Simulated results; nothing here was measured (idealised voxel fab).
A process module follows: voxel gate over fins.
Section shown: cut. Width: 235 nm. Cell size: 5 nm, square.
A cross-section is a grid of square cells, given in bands from the top down. A band is one or more rows of cells. Top, bottom (nm), then materials left to right with widths (nm); lone material tagged "full width" fills the whole band edge to edge; "air" = empty space. The level at which height equals 0 is the one under which the wafer, as it arrives, is entirely one material. No lower edge exists for the bottom band, which continues downward and is notated as in "top 0, no bottom". The width entry "30->40" should be interpreted row by row: the top row of cells in the band takes the first number, the bottom row takes the second number, and the change between adjacent rows is uniform throughout. The designation "no change occurred", where it is given for a processing step, indicates that no cell of the cross-section was altered in the course of that step. "Closed empty spaces" contains a list of empty spaces, each no smaller than 8 cells and without an open way to the top, written in the form width x height at distance with the distance from the left edge and all three in nm. Note: text after step settings on the step line = simulator remark on that step. The setting "overlay nm" may be written on the line of a step. When the step uses a mask, the value reports how far to the right of the planned place the mask lay, and a negative value reports that it lay to the left.
## These are the steps we planned for the process
1,op RECEIVE | material Si
2,op CONFORMAL_DEP | material SiN | thk nm 5
3,op PATTERN | tone cover | mask id FINS | material resist | width nm 15 | pitch nm 50 | thk nm 20 | overlay nm 0
4,op DIRECTIONAL_ETCH | etch materials SiN | depth nm 5
5,op DIRECTIONAL_ETCH | etch materials Si | depth nm 30
6,op STRIP | etch materials resist
7,op FILL_DEP | material SiO2 | thk nm 5
8,op CMP | height nm 5
9,op PATTERN | tone open | mask id RAIL | material resist | width nm 15 | thk nm 20 | overlay nm 0
10,op DIRECTIONAL_ETCH | etch materials SiO2 | depth nm 30
11,op STRIP | etch materials resist
12,op CONFORMAL_DEP | material TiN | thk nm 5
13,op FILL_DEP | material Ru | thk nm 5
14,op CMP | height nm 5
15,op SELECTIVE_ETCH | etch materials W Ru TiN | depth nm 20
16,op FILL_DEP | material SiO2 | thk nm 5
17,op CMP | height nm 5
18,op SELECTIVE_ETCH | etch materials SiO2 | depth nm 15
19,op STRIP | etch materials SiN
20,op CONFORMAL_DEP | material HfO2 | thk nm 5
21,op CONFORMAL_DEP | material TiN | thk nm 5
22,op CONFORMAL_DEP | material TiAl | thk nm 5
23,op CONFORMAL_DEP | material TiN | thk nm 5
24,op FILL_DEP | material W | thk nm 15
25,op CMP | height nm 30
26,op CONFORMAL_DEP | material SiN | thk nm 10
## Cross-section of the wafer as it came to us, i.e., already through step 1
    top 0, no bottom | Si full width
    Closed empty spaces: none
## The first of the two wafers as seen in cross-section once the module was finished; processing followed the plan
    top 40, bottom 30 | SiN full width
    top 30, bottom 20 | W full width
    top 20, bottom 15 | 65 nm W / 105 nm TiN / 65 nm W
    top 15, bottom 10 | 65 nm W / 5 nm TiN / 45 nm TiAl / 5 nm TiN / 45 nm TiAl / 5 nm TiN / 65 nm W
    top 10, bottom 5 | 70 nm TiN / 5 nm TiAl / 35 nm TiN / 5 nm TiAl / 5 nm TiN / 5 nm TiAl / 35 nm TiN / 5 nm TiAl / 70 nm TiN
    top 5, bottom 0 | 75 nm TiAl / 5 nm TiN / 25 nm HfO2 / 5 nm TiN / 15 nm TiAl / 5 nm TiN / 25 nm HfO2 / 5 nm TiN / 75 nm TiAl
    top 0, bottom -5 | 80 nm TiN / 5 nm HfO2 / 15 nm Si / 5 nm HfO2 / 25 nm TiN / 5 nm HfO2 / 15 nm Si / 5 nm HfO2 / 80 nm TiN
    top -5, bottom -10 | 85 nm HfO2 / 15 nm Si / 35 nm HfO2 / 15 nm Si / 85 nm HfO2
    top -10, bottom -15 | 85 nm SiO2 / 15 nm Si / 35 nm SiO2 / 15 nm Si / 85 nm SiO2
    top -15, bottom -20 | 85 nm SiO2 / 15 nm Si / 10 nm SiO2 / 5 nm TiN / 5 nm Ru / 5 nm TiN / 10 nm SiO2 / 15 nm Si / 85 nm SiO2
    top -20, bottom -25 | 85 nm SiO2 / 15 nm Si / 10 nm SiO2 / 15 nm TiN / 10 nm SiO2 / 15 nm Si / 85 nm SiO2
    top -25, bottom -30 | 85 nm SiO2 / 15 nm Si / 35 nm SiO2 / 15 nm Si / 85 nm SiO2
    top -30, no bottom | Si full width
    Closed empty spaces: none
## Second of two wafers, module complete, sectioned: it shares the first wafer's start and plan but was run with one mistake
    top 40, bottom 30 | SiN full width
    top 30, bottom 20 | W full width
    top 20, bottom 15 | 65 nm W / 105 nm TiN / 65 nm W
    top 15, bottom 10 | 65 nm W / 5 nm TiN / 45 nm TiAl / 5 nm TiN / 45 nm TiAl / 5 nm TiN / 65 nm W
    top 10, bottom 5 | 70 nm TiN / 5 nm TiAl / 35 nm TiN / 5 nm TiAl / 5 nm TiN / 5 nm TiAl / 35 nm TiN / 5 nm TiAl / 70 nm TiN
    top 5, bottom 0 | 75 nm TiAl / 5 nm TiN / 25 nm HfO2 / 5 nm TiN / 15 nm TiAl / 5 nm TiN / 25 nm HfO2 / 5 nm TiN / 75 nm TiAl
    top 0, bottom -5 | 80 nm TiN / 5 nm HfO2 / 15 nm Si / 5 nm HfO2 / 25 nm TiN / 5 nm HfO2 / 15 nm Si / 5 nm HfO2 / 80 nm TiN
    top -5, bottom -10 | 85 nm HfO2 / 15 nm Si / 35 nm HfO2 / 15 nm Si / 85 nm HfO2
    top -10, bottom -15 | 85 nm SiO2 / 15 nm Si / 35 nm SiO2 / 15 nm Si / 85 nm SiO2
    top -15, bottom -20 | 80 nm Ru / 5 nm TiN / 15 nm Si / 10 nm TiN / 15 nm SiO2 / 10 nm TiN / 15 nm Si / 5 nm TiN / 80 nm Ru
    top -20, bottom -25 | 85 nm TiN / 15 nm Si / 10 nm TiN / 15 nm SiO2 / 10 nm TiN / 15 nm Si / 85 nm TiN
    top -25, bottom -30 | 85 nm SiO2 / 15 nm Si / 35 nm SiO2 / 15 nm Si / 85 nm SiO2
    top -30, no bottom | Si full width
    Closed empty spaces: none
Run error: step 9 did not happen as planned, as run it was op PATTERN | tone cover | mask id RAIL | material resist | width nm 15 | thk nm 20 | overlay nm 0
at the end the second wafer has, in cells: Ru +31; SiO2 -70; TiN +39
